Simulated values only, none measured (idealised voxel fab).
Process module in this document: voxel plated lines
cross-section cut | 185 nm wide | cells 5 nm
When this document writes out a cross-section, it uses a grid of square cells and lists it as bands, beginning at the top and moving down, with a band standing for one or more rows of cells. Each band's line starts with the height of the band's top and of its bottom, in nm. Then come its materials from left to right, each with its width in nm. One material with "edge to edge" fills the band from edge to edge. "empty" is empty space. Heights from 0 (as-received wafer is one material below). Bottom band endless downward, as "from 0 down". The expression "30 to 40" gives the width at the extremes of the band, the first number at its top row of cells and the second at its bottom row, with the width changing by equal amounts from each row to the next in between. Step note "nothing different" = no cross-section cell changed. For the entry "Completely enclosed voids", the listed items are empty spaces with no open way to the top whose size is 8 cells or more; each item follows the pattern width x height at distance, where distance is from the left edge and all three are in nm. What comes after the settings on a step's line is commentary from the simulator itself on that step. On any step carrying a mask, the "overlay nm" setting, if present on the step's line, tells how far right of its planned place the mask lay; negative values point to the left.
Steps in the process plan
| 1 | RECEIVE | material Si |
| 2 | CONFORMAL_DEP | material Al2O3 | thk nm 15 |
| 3 | DIRECTIONAL_DEP | material TiN | thk nm 5 |
| 4 | PATTERN | tone open | mask id LINES | material resist | width nm 25 | pitch nm 55 | thk nm 30 | overlay nm -15 |
| 5 | EPI | material Ru | thk nm 5 |
| 6 | EPI | material Ru | thk nm 10 |
| 7 | STRIP | etch materials resist |
| 8 | DIRECTIONAL_ETCH | etch materials TiN | depth nm 5 |
| 9 | CONFORMAL_DEP | material SiN | thk nm 10 |
Don't read the plan's overlay nm for step 4 as applying to every wafer: that's the first wafer's value, and the wafers differ in it, though they all start identical.
Cross-section of the first incoming wafer of several, state after step 1
- from 0 down | Si edge to edge
- Completely enclosed voids: none
End-of-module cross-section, first of several wafers, after last step 9
- from 45 to 35 | 25 of empty  45 of SiN  10 of empty  45 of SiN  60 of empty
- from 35 to 25 | 25 of empty  10 of SiN  25 of Ru  10 of SiN  10 of empty  10 of SiN  25 of Ru  10 of SiN  60 of empty
- from 25 to 20 | 35 of SiN  25 of Ru  30 of SiN  25 of Ru  70 of SiN
- from 20 to 15 | 35 of SiN  25 of TiN  30 of SiN  25 of TiN  70 of SiN
- from 15 to 0 | Al2O3 edge to edge
- from 0 down | Si edge to edge
- Completely enclosed voids: none
Cross-section, module end, final of several wafers
- from 45 to 35 | 55 of empty  45 of SiN  10 of empty  45 of SiN  30 of empty
- from 35 to 25 | 55 of empty  10 of SiN  25 of Ru  10 of SiN  10 of empty  10 of SiN  25 of Ru  10 of SiN  30 of empty
- from 25 to 20 | 65 of SiN  25 of Ru  30 of SiN  25 of Ru  40 of SiN
- from 20 to 15 | 65 of SiN  25 of TiN  30 of SiN  25 of TiN  40 of SiN
- from 15 to 0 | Al2O3 edge to edge
- from 0 down | Si edge to edge
- Completely enclosed voids: none
What follows is a table in which each wafer occupies a row; for the wafer as it stands at the close of the module, the row states, material by material, how many cells have been gained (+) or lost (-) since receipt, and then gives its closed voids
overlay nm -15; +111 Al2O3; +30 Ru; +106 SiN; +10 TiN; Completely enclosed voids: none
overlay nm -10; +111 Al2O3; +30 Ru; +106 SiN; +10 TiN; Completely enclosed voids: none
overlay nm -5; +111 Al2O3; +30 Ru; +106 SiN; +10 TiN; Completely enclosed voids: none
overlay nm 0; +111 Al2O3; +30 Ru; +106 SiN; +10 TiN; Completely enclosed voids: none
overlay nm 5; +111 Al2O3; +30 Ru; +106 SiN; +10 TiN; Completely enclosed voids: none
overlay nm 10; +111 Al2O3; +30 Ru; +106 SiN; +10 TiN; Completely enclosed voids: none
overlay nm 15; +111 Al2O3; +30 Ru; +106 SiN; +10 TiN; Completely enclosed voids: none
